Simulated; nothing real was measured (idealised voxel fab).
process module | voxel released beams
cross-section cut | 210 nm wide | cells 5 nm
A cross-section is a grid of square cells, given in bands from the top down. A band is one or more rows of cells.
Each band's line starts with the height of the band's top and of its bottom, in nm. Then come its materials from left to right, each with its width in nm. One material with "throughout" fills the band from edge to edge. "air" is empty space.
Height 0 is the level under which the wafer as received is all one material. The lowest band goes on downwards, as in "0 down".
A width such as "30 to 40" changes by the same amount from each row of cells to the next, from the band's top row to its bottom row.
"no change" after a step means that no cell of the cross-section changed.
closed voids: empty space of 8 cells or more with no open way to the top, each as width x height at its distance from the left edge, in nm
after a step's settings: what the simulator itself notes on the step
overlay nm, on a step with a mask: how far to the right of its planned place the mask lay; to the left if negative
plan
1 op RECEIVE | material Si
2 op CONFORMAL_DEP | material Al2O3 | thk nm 10
3 op DIRECTIONAL_DEP | material SiO2 | thk nm 15
4 op MASKED_ETCH | tone open | mask id ANCHOR | width nm 40 | etch materials SiO2 | depth nm 15 | overlay nm 0
5 op CONFORMAL_DEP | material SiN | thk nm 15
6 op MASKED_ETCH | tone cover | mask id BEAM | width nm 125 | etch materials SiN | depth nm 15 | overlay nm 0
7 op STRIP | etch materials SiO2
as received, after step 1
  0 down: Si throughout
  closed voids: none
first wafer at the end, as planned
  40 to 25: air 40 | SiN 20 | air 10 | SiN 95 | air 45
  25 to 10: air 45 | SiN 40 | air 125
  10 to 0: Al2O3 throughout
  0 down: Si throughout
  closed voids: none
second wafer at the end: like start, like plan, one mistake
  55 to 40: air 40 | SiN 125 | air 45
  40 to 25: SiN throughout
  25 to 10: SiO2 45 | SiN 40 | SiO2 125
  10 to 0: Al2O3 throughout
  0 down: Si throughout
  closed voids: none
what went wrong: step 5 was run twice
at the end the second wafer has, in cells: 132 more of SiN | 102 more of SiO2
